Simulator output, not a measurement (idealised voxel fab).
Process module in this document: voxel capacitor over wiring
Section cut is 245 nm wide and gridded with 5 nm square cells.
We lay out every cross-section as a grid of square cells and spell it out in bands from the top down, where one band means one or more rows of cells. A band entry consists of two parts. The first gives the height of the band's top and the height of its bottom, in nm. The rest lists the band's materials from left to right, each with its width in nm. A single material labelled with the word "full width" fills the band from edge to edge, and the word "blank" marks empty space. Zero point of the height axis is 0; under it, received wafer = one material. Lowest band: continues down indefinitely, "from 0 down". The two numbers in a width such as "30..40" mark its ends across the band: the first belongs to the top row of cells, the second to the bottom row, and from each row to the next the width moves by the same amount. Where a step carries "nothing different", the cross-section came out of it unchanged, cell for cell. "Closed cavity list": sealed empty spaces, 8 cells or more, no open way to top, listed width x height at distance, with distance from the left edge and width, height and distance in nm. Formally, on a step line, whatever follows the settings is a remark that the simulator itself makes on the step. "overlay nm" on a masked step: distance the mask lay right of its planned place, negative for left.
Process steps foreseen in the plan:
1 op RECEIVE | material Si
2 op CONFORMAL_DEP | material SiO2 | thk nm 15
3 op DIRECTIONAL_DEP | material TiN | thk nm 5
4 op DIRECTIONAL_DEP | material Ru | thk nm 15
5 op DIRECTIONAL_DEP | material aC | thk nm 10
6 op PATTERN | tone cover | mask id METAL_1 | material resist | width nm 25 | pitch nm 85 | thk nm 30 | overlay nm 0
7 op DIRECTIONAL_ETCH | etch materials aC | depth nm 10
8 op STRIP | etch materials resist
9 op DIRECTIONAL_ETCH | etch materials Ru | depth nm 15
10 op DIRECTIONAL_ETCH | etch materials TiN | depth nm 5
11 op STRIP | etch materials aC
12 op FILL_DEP | material SiO2 | thk nm 5
13 op CMP | height nm 35
14 op CONFORMAL_DEP | material SiCN | thk nm 5
15 op DIRECTIONAL_DEP | material SiO2 | thk nm 20
16 op PATTERN | tone open | mask id PLUG_1 | material resist | width nm 15 | thk nm 20 | overlay nm 0
17 op DIRECTIONAL_ETCH | etch materials SiO2 | depth nm 20
18 op DIRECTIONAL_ETCH | etch materials SiCN | depth nm 5
19 op STRIP | etch materials resist
20 op CONFORMAL_DEP | material TiN | thk nm 5
21 op FILL_DEP | material Ru | thk nm 5
22 op CMP | height nm 60
23 op DIRECTIONAL_DEP | material TiN | thk nm 5
24 op DIRECTIONAL_DEP | material SiN | thk nm 5
25 op DIRECTIONAL_DEP | material TiN | thk nm 5
26 op PATTERN | tone cover | mask id UPPER_PLATE | material resist | width nm 65 | thk nm 15 | overlay nm 0
27 op DIRECTIONAL_ETCH | etch materials TiN | depth nm 5
28 op DIRECTIONAL_ETCH | etch materials SiN | depth nm 5
29 op STRIP | etch materials resist
30 op MASKED_ETCH | tone cover | mask id LOWER_PLATE | width nm 75 | etch materials TiN | depth nm 5 | overlay nm 0
31 op FILL_DEP | material SiO2 | thk nm 20
32 op CMP | height nm 90
33 op MASKED_ETCH | tone open | mask id PLUG_2 | width nm 15 | etch materials SiO2 | depth nm 15 | overlay nm 0
34 op CONFORMAL_DEP | material TiN | thk nm 5
35 op FILL_DEP | material Cu | thk nm 5
36 op CMP | height nm 90
37 op CONFORMAL_DEP | material SiN | thk nm 5
As-received state of the wafer in cross-section, equivalent to post-step 1:
from 0 down | Si full width
Closed cavity list: none
Cross-sectional result after module completion. Note: starting condition and plan are unchanged from above; one processing mistake was made:
from 100 to 95 | SiN full width
from 95 to 90 | TiN: 90; Cu: 5; TiN: 150
from 90 to 80 | SiO2: 85; TiN: 5; Cu: 5; TiN: 5; SiO2: 145
from 80 to 70 | SiO2: 85..75; TiN: 15..65; SiO2: 145..105
from 70 to 65 | SiO2: 75; SiN: 65; SiO2: 105
from 65 to 60 | SiO2: 70; TiN: 75; SiO2: 100
from 60 to 40 | SiO2: 75; TiN: 5; Ru: 5; TiN: 5; SiO2: 155
from 40 to 35 | SiCN: 75; TiN: 15; SiCN: 155
from 35 to 20 | SiO2: 65; Ru: 25; SiO2: 60; Ru: 25; SiO2: 70
from 20 to 15 | SiO2: 65; TiN: 25; SiO2: 60; TiN: 25; SiO2: 70
from 15 to 0 | SiO2 full width
from 0 down | Si full width
Closed cavity list: none
Against the plan, the run slipped here: in deviation from the planned setting, step 36 was conducted as op CMP | height nm 95
